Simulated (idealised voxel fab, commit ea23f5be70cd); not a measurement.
The process module presented herein is designated voxel self aligned vias.
Xsec cut, 290 nm wide, square cell size 5 nm.
Notation: cross-section as square-cell grid; stated in bands, top first, going down; one or more cell rows per band.
Heights first: top, then bottom, in nm. Then materials, left to right, each with a width in nm. "everywhere" on a single material: fills the band edge to edge. "blank": empty space.
Height is counted from the level 0, under which the received wafer is composed throughout of one material. The lowest of the bands is not closed at the bottom but continues downward, in the notation "0..down".
A width such as "30->40" changes by the same amount from each row of cells to the next, from the band's top row to its bottom row.
"no change", as given for a step, is the statement that not any cell of the cross-section underwent a change during that step.
Closed-off voids of 8+ cells (no open route to the top) go in "Tabulated closed voids", written width x height at distance from the left edge, in nm.
Step line, after settings: the simulator's comment on this step.
"overlay nm", when on a step's line for a step with a mask, measures how far to the right of its planned place the mask lay; a negative measure means to the left.
Set out below are the planned steps of the process
- 1: RECEIVE,material Si
- 2: CONFORMAL_DEP,material SiO2,thk nm 15
- 3: CONFORMAL_DEP,material SiCN,thk nm 5
- 4: DIRECTIONAL_DEP,material SiO2,thk nm 20
- 5: MASKED_ETCH,tone open,mask id LINES,width nm 30,pitch nm 65,etch materials SiO2,depth nm 20,overlay nm 0
- 6: CONFORMAL_DEP,material TiN,thk nm 5
- 7: FILL_DEP,material Ru,thk nm 10
- 8: CMP,height nm 40
- 9: SELECTIVE_ETCH,etch materials W Ru TiN,depth nm 5
- 10: FILL_DEP,material SiN,thk nm 10
- 11: CMP,height nm 40
- 12: DIRECTIONAL_DEP,material SiO2,thk nm 15
- 13: DIRECTIONAL_DEP,material aC,thk nm 10
- 14: PATTERN,tone open,mask id VIAS,material resist,width nm 30,pitch nm 130,thk nm 30,overlay nm 0
- 15: DIRECTIONAL_ETCH,etch materials aC,depth nm 10
- 16: STRIP,etch materials resist
- 17: DIRECTIONAL_ETCH,etch materials SiO2,depth nm 15
- 18: DIRECTIONAL_ETCH,etch materials SiN,depth nm 5
- 19: STRIP,etch materials aC
- 20: CONFORMAL_DEP,material TiN,thk nm 5
- 21: FILL_DEP,material W,thk nm 10
- 22: CMP,height nm 55
- 23: CONFORMAL_DEP,material SiCN,thk nm 5
Split variable: width nm, step 14. Plan value = first wafer. Wafers start alike.
The first of several wafers, as received after step 1, seen in section
> 0..down  Si everywhere
> Tabulated closed voids: none
Tabulated below, wafer by wafer, are the end-of-module results: for each material, the number of cells gained (+) or lost (-) relative to the as-received state, followed by the closed voids
width nm 30, +24 Ru, +116 SiCN, +6 SiN, +472 SiO2, +54 TiN, +24 W, Tabulated closed voids: none
width nm 35, +24 Ru, +116 SiCN, +6 SiN, +466 SiO2, +56 TiN, +28 W, Tabulated closed voids: none
width nm 40, +24 Ru, +116 SiCN, +6 SiN, +460 SiO2, +58 TiN, +32 W, Tabulated closed voids: none
width nm 45, +24 Ru, +116 SiCN, +6 SiN, +454 SiO2, +60 TiN, +36 W, Tabulated closed voids: none
width nm 50, +24 Ru, +116 SiCN, +6 SiN, +448 SiO2, +62 TiN, +40 W, Tabulated closed voids: none
width nm 55, +24 Ru, +116 SiCN, +6 SiN, +442 SiO2, +64 TiN, +44 W, Tabulated closed voids: none
